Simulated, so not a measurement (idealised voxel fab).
process module | voxel self aligned vias
cross-section cut | 280 nm wide | cells 5 nm
A cross-section is a grid of square cells, given in bands from the top down. A band is one or more rows of cells.
Each band's line starts with the height of the band's top and of its bottom, in nm. Then come its materials from left to right, each with its width in nm. One material with "throughout" fills the band from edge to edge. "air" is empty space.
Height 0 is the level under which the wafer as received is all one material. The lowest band goes on downwards, as in "0 down".
A width such as "30 to 40" changes by the same amount from each row of cells to the next, from the band's top row to its bottom row.
"no change" after a step means that no cell of the cross-section changed.
closed voids: empty space of 8 cells or more with no open way to the top, each as width x height at its distance from the left edge, in nm
after a step's settings: what the simulator itself notes on the step
overlay nm, on a step with a mask: how far to the right of its planned place the mask lay; to the left if negative
plan
1 op RECEIVE | material Si
2 op CONFORMAL_DEP | material SiO2 | thk nm 10
3 op CONFORMAL_DEP | material SiCN | thk nm 5
4 op DIRECTIONAL_DEP | material lowk | thk nm 30
5 op DIRECTIONAL_DEP | material aC | thk nm 15
6 op PATTERN | tone open | mask id LINES | material resist | width nm 30 | pitch nm 65 | thk nm 35 | overlay nm 0
7 op DIRECTIONAL_ETCH | etch materials aC | depth nm 5
8 op STRIP | etch materials resist
9 op DIRECTIONAL_ETCH | etch materials lowk | depth nm 30
10 op STRIP | etch materials aC
11 op CONFORMAL_DEP | material TiN | thk nm 5
12 op FILL_DEP | material W | thk nm 10
13 op CMP | height nm 45
14 op SELECTIVE_ETCH | etch materials W Ru TiN | depth nm 10
15 op FILL_DEP | material SiN | thk nm 5
16 op CMP | height nm 45
17 op DIRECTIONAL_DEP | material lowk | thk nm 20
18 op MASKED_ETCH | tone open | mask id VIAS | width nm 50 | pitch nm 65 | etch materials lowk | depth nm 20 | overlay nm 0
19 op MASKED_ETCH | tone open | mask id VIAS | width nm 50 | pitch nm 65 | etch materials SiN | depth nm 10 | overlay nm 0
20 op CONFORMAL_DEP | material TiN | thk nm 5
21 op FILL_DEP | material Ru | thk nm 10
22 op CMP | height nm 65
23 op CONFORMAL_DEP | material SiN | thk nm 5
varied across the wafers: depth nm of step 7. The plan shows the first wafer's value. All wafers start alike
first wafer as received, after step 1
  0 down: Si throughout
  closed voids: none
each wafer at the end: cells of each material gained (+) or lost (-) since it was received, then its closed voids
depth nm 5 | +72 Ru | +56 SiCN | +56 SiN | +112 SiO2 | +48 TiN | +440 lowk | closed voids: none
depth nm 10 | +72 Ru | +56 SiCN | +56 SiN | +112 SiO2 | +48 TiN | +440 lowk | closed voids: none
depth nm 15 | +96 Ru | +56 SiCN | +56 SiN | +112 SiO2 | +96 TiN | +36 W | +332 lowk | closed voids: none
depth nm 20 | +96 Ru | +56 SiCN | +56 SiN | +112 SiO2 | +96 TiN | +36 W | +332 lowk | closed voids: none
depth nm 25 | +96 Ru | +56 SiCN | +56 SiN | +112 SiO2 | +96 TiN | +36 W | +332 lowk | closed voids: none
depth nm 30 | +96 Ru | +56 SiCN | +56 SiN | +112 SiO2 | +96 TiN | +36 W | +332 lowk | closed voids: none
